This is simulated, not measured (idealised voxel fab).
The following is a process module called voxel ribs on slabs.
Each square cell in cross-section cut measures 5 nm, and the section as a whole is 270 nm wide.
Throughout this document, each cross-section is represented as a grid of square cells and is presented as a sequence of bands enumerated from the top downward, where a band comprises one or more rows of cells.
A band entry consists of two parts. The first gives the height of the band's top and the height of its bottom, in nm. The rest lists the band's materials from left to right, each with its width in nm. A single material labelled with the word "all across" fills the band from edge to edge, and the word "empty" marks empty space.
Height is counted from the level 0, under which the received wafer is composed throughout of one material. The lowest of the bands is not closed at the bottom but continues downward, in the notation "0 -> down".
Think of "30 to 40" as a width that walks from the first number to the second as you go down the band, top row to bottom row, taking equal-sized steps from row to row.
Where a step carries "stayed the same", the cross-section came out of it unchanged, cell for cell.
Entry "Closed void table". Content: empty spaces with no open connection to the top, size 8 cells or greater. Each: width x height at distance. Distance: from left edge. Unit: nm.
Where a step's line continues beyond its settings, the continuation is a remark by the simulator itself on that step.
"overlay nm", when on a step's line for a step with a mask, measures how far to the right of its planned place the mask lay; a negative measure means to the left.
The following list gives the planned process steps
1: RECEIVE (material Si)
2: DIRECTIONAL_DEP (material SiO2; thk nm 30)
3: DIRECTIONAL_DEP (material polySi; thk nm 20)
4: PATTERN (tone cover; mask id RIB; material resist; width nm 20; thk nm 15; overlay nm 0)
5: DIRECTIONAL_ETCH (etch materials polySi; depth nm 5)
6: STRIP (etch materials resist)
7: DIRECTIONAL_DEP (material aC; thk nm 15)
8: PATTERN (tone cover; mask id SLAB; material resist; width nm 50; thk nm 35; overlay nm 0)
9: DIRECTIONAL_ETCH (etch materials aC; depth nm 15)
10: STRIP (etch materials resist)
11: DIRECTIONAL_ETCH (etch materials polySi; depth nm 15)
12: STRIP (etch materials aC)
13: FILL_DEP (material SiO2; thk nm 25)
14: CMP (height nm 65)
15: DIRECTIONAL_DEP (material TiN; thk nm 5)
16: PATTERN (tone cover; mask id HEATER; material resist; width nm 30; thk nm 15; overlay nm 0)
17: DIRECTIONAL_ETCH (etch materials TiN; depth nm 5)
18: STRIP (etch materials resist)
19: CONFORMAL_DEP (material SiO2; thk nm 10)
Cross-section of the wafer as it came to us, i.e., already through step 1
> 0 -> down | Si all across
> Closed void table: none
Sectioned view, first of two wafers, at the close of the module, processed as intended in the plan
> 80 -> 75 | empty 110, SiO2 50, empty 110
> 75 -> 70 | SiO2 all across
> 70 -> 65 | SiO2 120, TiN 30, SiO2 120
> 65 -> 50 | SiO2 all across
> 50 -> 45 | SiO2 125, polySi 20, SiO2 125
> 45 -> 30 | SiO2 110, polySi 50, SiO2 110
> 30 -> 0 | SiO2 all across
> 0 -> down | Si all across
> Closed void table: none
Here is the second of the two wafers cut open at the end of the module - same start, same plan as the first one, but we made one mistake running it
> 70 -> 65 | empty 120, TiN 30, empty 120
> 65 -> 50 | SiO2 all across
> 50 -> 45 | SiO2 125, polySi 20, SiO2 125
> 45 -> 30 | SiO2 110, polySi 50, SiO2 110
> 30 -> 0 | SiO2 all across
> 0 -> down | Si all across
> Closed void table: none
Processing error: step 19 from the plan never happened, it was just skipped
Cell-count delta at end, second wafer over first, by material: SiO2: 112 fewer
